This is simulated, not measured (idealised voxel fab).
This is a process module. Its name is voxel gate over fins.
This is section cut - it's 250 nm across, gridded in 5 nm square cells.
Cross-section format: a grid of square cells, given as bands from top to bottom; each band is one or more rows of cells. Top, bottom (nm), then materials left to right with widths (nm); lone material tagged "full width" fills the whole band edge to edge; "air" = empty space. A quick word on heights: they are counted from 0, and under that level the wafer as it came to us is one material throughout. The lowest band is different from the rest in having no bottom; it simply continues downward, written as in "0 nm and below". It should be noted that a width expressed as "30..40" varies in equal increments from row to row of cells within the band, taking the value of the first number at the top row and that of the second number at the bottom row. The cross-section has no changed cell in any step marked "remains unaltered". Empty spaces without an open route to the top, at least 8 cells in extent, make up the entry "Sealed void inventory"; each is given as width x height at distance, where the distance is measured from the left edge, and all are in nm. Read whatever lies past the settings on a step's line as the simulator's own remark about the step. "overlay nm", when on a step's line for a step with a mask, measures how far to the right of its planned place the mask lay; a negative measure means to the left.
# Below is the list of planned process steps
step 1: RECEIVE with material Si
step 2: CONFORMAL_DEP with material SiN, thk nm 5
step 3: MASKED_ETCH with tone cover, mask id FINS, width nm 15, pitch nm 35, etch materials SiN, depth nm 5, overlay nm 0
step 4: MASKED_ETCH with tone cover, mask id FINS, width nm 15, pitch nm 35, etch materials Si, depth nm 35, overlay nm 0
step 5: OXIDIZE with depth nm 5
step 6: FILL_DEP with material SiO2, thk nm 10
step 7: CMP with height nm 5
step 8: SELECTIVE_ETCH with etch materials SiO2, depth nm 15
step 9: STRIP with etch materials SiN
step 10: CONFORMAL_DEP with material HfO2, thk nm 5
step 11: CONFORMAL_DEP with material TiN, thk nm 5
step 12: CONFORMAL_DEP with material TiAl, thk nm 5
step 13: CONFORMAL_DEP with material TiN, thk nm 5
step 14: FILL_DEP with material W, thk nm 10
step 15: CMP with height nm 25
step 16: CONFORMAL_DEP with material SiN, thk nm 10
# First wafer, two in total, run as planned
# This is the cross-section of the wafer as we received it, i.e. after step 1
> 0 nm and below  Si full width
> Sealed void inventory: none
# The wafer in cross-section once step 2 is complete
> 5 nm to 0 nm  SiN full width
> Everything under 0 stays put, no change at all.
# The wafer in cross-section once step 3 is complete
> 5 nm to 0 nm  100 of air / 15 of SiN / 20 of air / 15 of SiN / 100 of air
> Everything under 0 stays put, no change at all.
# The wafer in cross-section once step 4 is complete
> 5 nm to 0 nm  100 of air / 15 of SiN / 20 of air / 15 of SiN / 100 of air
> 0 nm to -35 nm  100 of air / 15 of Si / 20 of air / 15 of Si / 100 of air
> Everything under -35 stays put, no change at all.
# The wafer in cross-section once step 5 is complete
> 5 nm to 0 nm  100 of air / 15 of SiN / 20 of air / 15 of SiN / 100 of air
> 0 nm to -35 nm  100 of air / 5 of SiO2 / 5 of Si / 5 of SiO2 / 20 of air / 5 of SiO2 / 5 of Si / 5 of SiO2 / 100 of air
> -35 nm to -40 nm  105 of SiO2 / 5 of Si / 30 of SiO2 / 5 of Si / 105 of SiO2
> Everything under -40 stays put, no change at all.
# The wafer in cross-section once step 6 is complete
> 15 nm to 5 nm  SiO2 full width
> 5 nm to 0 nm  100 of SiO2 / 15 of SiN / 20 of SiO2 / 15 of SiN / 100 of SiO2
> 0 nm to -40 nm  105 of SiO2 / 5 of Si / 30 of SiO2 / 5 of Si / 105 of SiO2
> Everything under -40 stays put, no change at all.
# The wafer in cross-section once step 7 is complete
> 5 nm to 0 nm  100 of SiO2 / 15 of SiN / 20 of SiO2 / 15 of SiN / 100 of SiO2
> Everything under 0 stays put, no change at all.
# The wafer in cross-section once step 8 is complete
> 5 nm to 0 nm  100 of air / 15 of SiN / 20 of air / 15 of SiN / 100 of air
> 0 nm to -10 nm  105 of air / 5 of Si / 30 of air / 5 of Si / 105 of air
> Everything under -10 stays put, no change at all.
# The wafer in cross-section once step 9 is complete
> 0 nm to -10 nm  105 of air / 5 of Si / 30 of air / 5 of Si / 105 of air
> Everything under -10 stays put, no change at all.
# The wafer in cross-section once step 10 is complete
> 5 nm to 0 nm  100 of air / 15 of HfO2 / 20 of air / 15 of HfO2 / 100 of air
> 0 nm to -5 nm  100 of air / 5 of HfO2 / 5 of Si / 5 of HfO2 / 20 of air / 5 of HfO2 / 5 of Si / 5 of HfO2 / 100 of air
> -5 nm to -10 nm  105 of HfO2 / 5 of Si / 30 of HfO2 / 5 of Si / 105 of HfO2
> Everything under -10 stays put, no change at all.
# The wafer in cross-section once step 11 is complete
> 10 nm to 5 nm  95 of air / 25 of TiN / 10 of air / 25 of TiN / 95 of air
> 5 nm to 0 nm  95 of air / 5 of TiN / 15 of HfO2 / 5 of TiN / 10 of air / 5 of TiN / 15 of HfO2 / 5 of TiN / 95 of air
> 0 nm to -5 nm  100 of TiN / 5 of HfO2 / 5 of Si / 5 of HfO2 / 20 of TiN / 5 of HfO2 / 5 of Si / 5 of HfO2 / 100 of TiN
> Everything under -5 stays put, no change at all.
# The wafer in cross-section once step 12 is complete
> 15 nm to 10 nm  90 of air / 70 of TiAl / 90 of air
> 10 nm to 5 nm  90 of air / 5 of TiAl / 25 of TiN / 10 of TiAl / 25 of TiN / 5 of TiAl / 90 of air
> 5 nm to 0 nm  95 of TiAl / 5 of TiN / 15 of HfO2 / 5 of TiN / 10 of TiAl / 5 of TiN / 15 of HfO2 / 5 of TiN / 95 of TiAl
> Everything under 0 stays put, no change at all.
# The wafer in cross-section once step 13 is complete
> 20 nm to 15 nm  85 of air / 80 of TiN / 85 of air
> 15 nm to 10 nm  85 of air / 5 of TiN / 70 of TiAl / 5 of TiN / 85 of air
> 10 nm to 5 nm  90 of TiN / 5 of TiAl / 25 of TiN / 10 of TiAl / 25 of TiN / 5 of TiAl / 90 of TiN
> Everything under 5 stays put, no change at all.
# The wafer in cross-section once step 14 is complete
> 30 nm to 20 nm  W full width
> 20 nm to 15 nm  85 of W / 80 of TiN / 85 of W
> 15 nm to 10 nm  85 of W / 5 of TiN / 70 of TiAl / 5 of TiN / 85 of W
> Everything under 10 stays put, no change at all.
# The wafer in cross-section once step 15 is complete
> 25 nm to 20 nm  W full width
> Everything under 20 stays put, no change at all.
# The wafer in cross-section once step 16 is complete
> 35 nm to 25 nm  SiN full width
> Everything under 25 stays put, no change at all.
# The remaining wafer, second of the two, started like the first and was run to the same plan, except that one mistake was made along the way; the two coincide through step 3, inclusive
# Second wafer shown in cross-section at the time step 4 was slated to end
> 5 nm to 0 nm  100 of air / 15 of SiN / 20 of air / 15 of SiN / 100 of air
> 0 nm to -25 nm  100 of air / 15 of Si / 20 of air / 15 of Si / 100 of air
> Everything under -25 stays put, no change at all.
# Second wafer shown in cross-section at the time step 5 was slated to end
> 5 nm to 0 nm  100 of air / 15 of SiN / 20 of air / 15 of SiN / 100 of air
> 0 nm to -25 nm  100 of air / 5 of SiO2 / 5 of Si / 5 of SiO2 / 20 of air / 5 of SiO2 / 5 of Si / 5 of SiO2 / 100 of air
> -25 nm to -30 nm  105 of SiO2 / 5 of Si / 30 of SiO2 / 5 of Si / 105 of SiO2
> Everything under -30 stays put, no change at all.
# Second wafer shown in cross-section at the time step 6 was slated to end
> 15 nm to 5 nm  SiO2 full width
> 5 nm to 0 nm  100 of SiO2 / 15 of SiN / 20 of SiO2 / 15 of SiN / 100 of SiO2
> 0 nm to -30 nm  105 of SiO2 / 5 of Si / 30 of SiO2 / 5 of Si / 105 of SiO2
> Everything under -30 stays put, no change at all.
# Second wafer shown in cross-section at the time step 7 was slated to end
> 5 nm to 0 nm  100 of SiO2 / 15 of SiN / 20 of SiO2 / 15 of SiN / 100 of SiO2
> Everything under 0 stays put, no change at all.
# Second wafer shown in cross-section at the time step 8 was slated to end
> 5 nm to 0 nm  100 of air / 15 of SiN / 20 of air / 15 of SiN / 100 of air
> 0 nm to -10 nm  105 of air / 5 of Si / 30 of air / 5 of Si / 105 of air
> Everything under -10 stays put, no change at all.
# Second wafer shown in cross-section at the time step 9 was slated to end
> 0 nm to -10 nm  105 of air / 5 of Si / 30 of air / 5 of Si / 105 of air
> Everything under -10 stays put, no change at all.
# Second wafer shown in cross-section at the time step 10 was slated to end
> 5 nm to 0 nm  100 of air / 15 of HfO2 / 20 of air / 15 of HfO2 / 100 of air
> 0 nm to -5 nm  100 of air / 5 of HfO2 / 5 of Si / 5 of HfO2 / 20 of air / 5 of HfO2 / 5 of Si / 5 of HfO2 / 100 of air
> -5 nm to -10 nm  105 of HfO2 / 5 of Si / 30 of HfO2 / 5 of Si / 105 of HfO2
> Everything under -10 stays put, no change at all.
# Second wafer shown in cross-section at the time step 11 was slated to end
> 10 nm to 5 nm  95 of air / 25 of TiN / 10 of air / 25 of TiN / 95 of air
> 5 nm to 0 nm  95 of air / 5 of TiN / 15 of HfO2 / 5 of TiN / 10 of air / 5 of TiN / 15 of HfO2 / 5 of TiN / 95 of air
> 0 nm to -5 nm  100 of TiN / 5 of HfO2 / 5 of Si / 5 of HfO2 / 20 of TiN / 5 of HfO2 / 5 of Si / 5 of HfO2 / 100 of TiN
> Everything under -5 stays put, no change at all.
# Second wafer shown in cross-section at the time step 12 was slated to end
> 15 nm to 10 nm  90 of air / 70 of TiAl / 90 of air
> 10 nm to 5 nm  90 of air / 5 of TiAl / 25 of TiN / 10 of TiAl / 25 of TiN / 5 of TiAl / 90 of air
> 5 nm to 0 nm  95 of TiAl / 5 of TiN / 15 of HfO2 / 5 of TiN / 10 of TiAl / 5 of TiN / 15 of HfO2 / 5 of TiN / 95 of TiAl
> Everything under 0 stays put, no change at all.
# Second wafer shown in cross-section at the time step 13 was slated to end
> 20 nm to 15 nm  85 of air / 80 of TiN / 85 of air
> 15 nm to 10 nm  85 of air / 5 of TiN / 70 of TiAl / 5 of TiN / 85 of air
> 10 nm to 5 nm  90 of TiN / 5 of TiAl / 25 of TiN / 10 of TiAl / 25 of TiN / 5 of TiAl / 90 of TiN
> Everything under 5 stays put, no change at all.
# Second wafer shown in cross-section at the time step 14 was slated to end
> 30 nm to 20 nm  W full width
> 20 nm to 15 nm  85 of W / 80 of TiN / 85 of W
> 15 nm to 10 nm  85 of W / 5 of TiN / 70 of TiAl / 5 of TiN / 85 of W
> Everything under 10 stays put, no change at all.
# Second wafer shown in cross-section at the time step 15 was slated to end
> 25 nm to 20 nm  W full width
> Everything under 20 stays put, no change at all.
# Second wafer shown in cross-section at the time step 16 was slated to end
> 35 nm to 25 nm  SiN full width
> Everything under 25 stays put, no change at all.
Where did the run depart from the plan? contrary to plan, step 4 was performed as MASKED_ETCH with tone cover, mask id FINS, width nm 15, pitch nm 35, etch materials Si, depth nm 25, overlay nm 0
Counted in cells at the end, the second wafer holds more or fewer of these materials than the first: +96 Si | -96 SiO2
